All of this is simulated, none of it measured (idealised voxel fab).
process module | voxel ribs on slabs
cross-section cut | 195 nm wide | cells 5 nm
A cross-section is a grid of square cells, given in bands from the top down. A band is one or more rows of cells.
Each band's line starts with the height of the band's top and of its bottom, in nm. Then come its materials from left to right, each with its width in nm. One material with "throughout" fills the band from edge to edge. "air" is empty space.
Height 0 is the level under which the wafer as received is all one material. The lowest band goes on downwards, as in "0 down".
A width such as "30 to 40" changes by the same amount from each row of cells to the next, from the band's top row to its bottom row.
"no change" after a step means that no cell of the cross-section changed.
closed voids: empty space of 8 cells or more with no open way to the top, each as width x height at its distance from the left edge, in nm
after a step's settings: what the simulator itself notes on the step
overlay nm, on a step with a mask: how far to the right of its planned place the mask lay; to the left if negative
plan
1 op RECEIVE | material Si
2 op DIRECTIONAL_DEP | material SiO2 | thk nm 20
3 op DIRECTIONAL_DEP | material SiN | thk nm 20
4 op PATTERN | tone cover | mask id RIB | material resist | width nm 30 | thk nm 20 | overlay nm 0
5 op DIRECTIONAL_ETCH | etch materials SiN | depth nm 10
6 op STRIP | etch materials resist
7 op PATTERN | tone cover | mask id SLAB | material resist | width nm 60 | thk nm 15 | overlay nm 0
8 op DIRECTIONAL_ETCH | etch materials SiN | depth nm 10
9 op STRIP | etch materials resist
10 op FILL_DEP | material SiO2 | thk nm 25
11 op CMP | height nm 55
12 op DIRECTIONAL_DEP | material W | thk nm 5
13 op PATTERN | tone cover | mask id HEATER | material resist | width nm 40 | thk nm 20 | overlay nm 0
14 op DIRECTIONAL_ETCH | etch materials W | depth nm 5
15 op STRIP | etch materials resist
16 op CONFORMAL_DEP | material SiN | thk nm 5
first wafer, as planned
as received, after step 1
  0 down: Si throughout
  closed voids: none
after step 2
  20 to 0: SiO2 throughout
  below 0: unchanged
after step 3
  40 to 20: SiN throughout
  below 20: unchanged
after step 4
  60 to 40: air 80 | resist 30 | air 85
  below 40: unchanged
after step 5
  60 to 40: air 80 | resist 30 | air 85
  40 to 30: air 80 | SiN 30 | air 85
  below 30: unchanged
after step 6
  40 to 30: air 80 | SiN 30 | air 85
  below 30: unchanged
after step 7
  55 to 40: air 65 | resist 60 | air 70
  40 to 30: air 65 | resist 15 | SiN 30 | resist 15 | air 70
  below 30: unchanged
after step 8
  55 to 40: air 65 | resist 60 | air 70
  40 to 30: air 65 | resist 15 | SiN 30 | resist 15 | air 70
  30 to 20: air 65 | SiN 60 | air 70
  below 20: unchanged
after step 9
  40 to 30: air 80 | SiN 30 | air 85
  below 30: unchanged
after step 10
  65 to 40: SiO2 throughout
  40 to 30: SiO2 80 | SiN 30 | SiO2 85
  30 to 20: SiO2 65 | SiN 60 | SiO2 70
  below 20: unchanged
after step 11
  55 to 40: SiO2 throughout
  below 40: unchanged
after step 12
  60 to 55: W throughout
  below 55: unchanged
after step 13
  80 to 60: air 75 | resist 40 | air 80
  below 60: unchanged
after step 14
  80 to 60: air 75 | resist 40 | air 80
  60 to 55: air 75 | W 40 | air 80
  below 55: unchanged
after step 15
  60 to 55: air 75 | W 40 | air 80
  below 55: unchanged
after step 16
  65 to 60: air 70 | SiN 50 | air 75
  60 to 55: SiN 75 | W 40 | SiN 80
  below 55: unchanged
second wafer: like start, like plan, one mistake. Through step 6 it matches the first wafer
when step 7 should have ended
  55 to 40: air 65 | resist 65 | air 65
  40 to 30: air 65 | resist 15 | SiN 30 | resist 20 | air 65
  below 30: unchanged
when step 8 should have ended
  55 to 40: air 65 | resist 65 | air 65
  40 to 30: air 65 | resist 15 | SiN 30 | resist 20 | air 65
  30 to 20: air 65 | SiN 65 | air 65
  below 20: unchanged
when step 9 should have ended
  40 to 30: air 80 | SiN 30 | air 85
  below 30: unchanged
when step 10 should have ended
  65 to 40: SiO2 throughout
  40 to 30: SiO2 80 | SiN 30 | SiO2 85
  30 to 20: SiO2 65 | SiN 65 | SiO2 65
  below 20: unchanged
when step 11 should have ended
  55 to 40: SiO2 throughout
  below 40: unchanged
when step 12 should have ended
  60 to 55: W throughout
  below 55: unchanged
when step 13 should have ended
  80 to 60: air 75 | resist 40 | air 80
  below 60: unchanged
when step 14 should have ended
  80 to 60: air 75 | resist 40 | air 80
  60 to 55: air 75 | W 40 | air 80
  below 55: unchanged
when step 15 should have ended
  60 to 55: air 75 | W 40 | air 80
  below 55: unchanged
when step 16 should have ended
  65 to 60: air 70 | SiN 50 | air 75
  60 to 55: SiN 75 | W 40 | SiN 80
  below 55: unchanged
what went wrong: step 7 ran as: op PATTERN | tone cover | mask id SLAB | material resist | width nm 65 | thk nm 15 | overlay nm 0
at the end the second wafer has, in cells: 2 more of SiN | 2 fewer of SiO2
